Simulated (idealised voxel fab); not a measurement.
Documented hereafter: the process module known as voxel spacer lines.
Cross-sectional view cut (width: 255 nm; square cell size: 5 nm).
Cross-section format: a grid of square cells, given as bands from top to bottom; each band is one or more rows of cells.
Within each band entry, the heights of the top and of the bottom of the band appear first, in that order and in nm; the materials of the band then follow from left to right, each with its corresponding width in nm. The designation "full width" on a single material indicates that it fills the band from edge to edge; the designation "empty" indicates empty space.
Basically, 0 is our baseline, since under it the wafer straight out of the box is all one material. The bottom band has no lower end and keeps on going down, so it looks like "0 and below".
With a width like "30 to 40", each row of cells in the band differs from the next by the same amount, the top row carrying the first number and the bottom row the second.
The cross-section has no changed cell in any step marked "no alteration".
The entry "Closed-off voids" lists the empty spaces that cover at least 8 cells and have no open path to the top. Each is written as width x height at distance, where the distance is measured from the left edge and all three values are in nm.
On a step's line, text after the settings is the simulator commenting on that step.
"overlay nm", when on a step's line for a step with a mask, measures how far to the right of its planned place the mask lay; a negative measure means to the left.
[Steps in the process plan]
1. RECEIVE with material Si
2. CONFORMAL_DEP with material Al2O3, thk nm 10
3. DIRECTIONAL_DEP with material W, thk nm 15
4. DIRECTIONAL_DEP with material aC, thk nm 30
5. PATTERN with tone cover, mask id MANDREL, material resist, width nm 25, pitch nm 80, thk nm 40, overlay nm 0
6. DIRECTIONAL_ETCH with etch materials aC, depth nm 30
7. STRIP with etch materials resist
8. CONFORMAL_DEP with material SiN, thk nm 15
9. DIRECTIONAL_ETCH with etch materials SiN, depth nm 15
10. STRIP with etch materials aC
11. DIRECTIONAL_ETCH with etch materials W, depth nm 15
12. STRIP with etch materials SiN
[So this is the incoming wafer in cross-section - it's already been through step 1]
	0 and below | Si full width
	Closed-off voids: none
[First wafer of two, sectioned at end of module; run went per plan]
	25 down to 10 | empty=20, then W=15, then empty=25, then W=15, then empty=25, then W=15, then empty=25, then W=15, then empty=25, then W=15, then empty=25, then W=15, then empty=20
	10 down to 0 | Al2O3 full width
	0 and below | Si full width
	Closed-off voids: none
[This is the second of the two wafers, cross-sectioned at the end of the module; it started exactly like the first and was given the same plan, but it was run with one mistake]
	40 down to 25 | empty=20, then W=15, then empty=25, then W=15, then empty=25, then W=15, then empty=25, then W=15, then empty=25, then W=15, then empty=25, then W=15, then empty=20
	25 down to 10 | W full width
	10 down to 0 | Al2O3 full width
	0 and below | Si full width
	Closed-off voids: none
Here's what went sideways: step 3 of the plan saw execution twice
Count the cells at the end and the second wafer has more or fewer of some materials than the first: 153 more of W
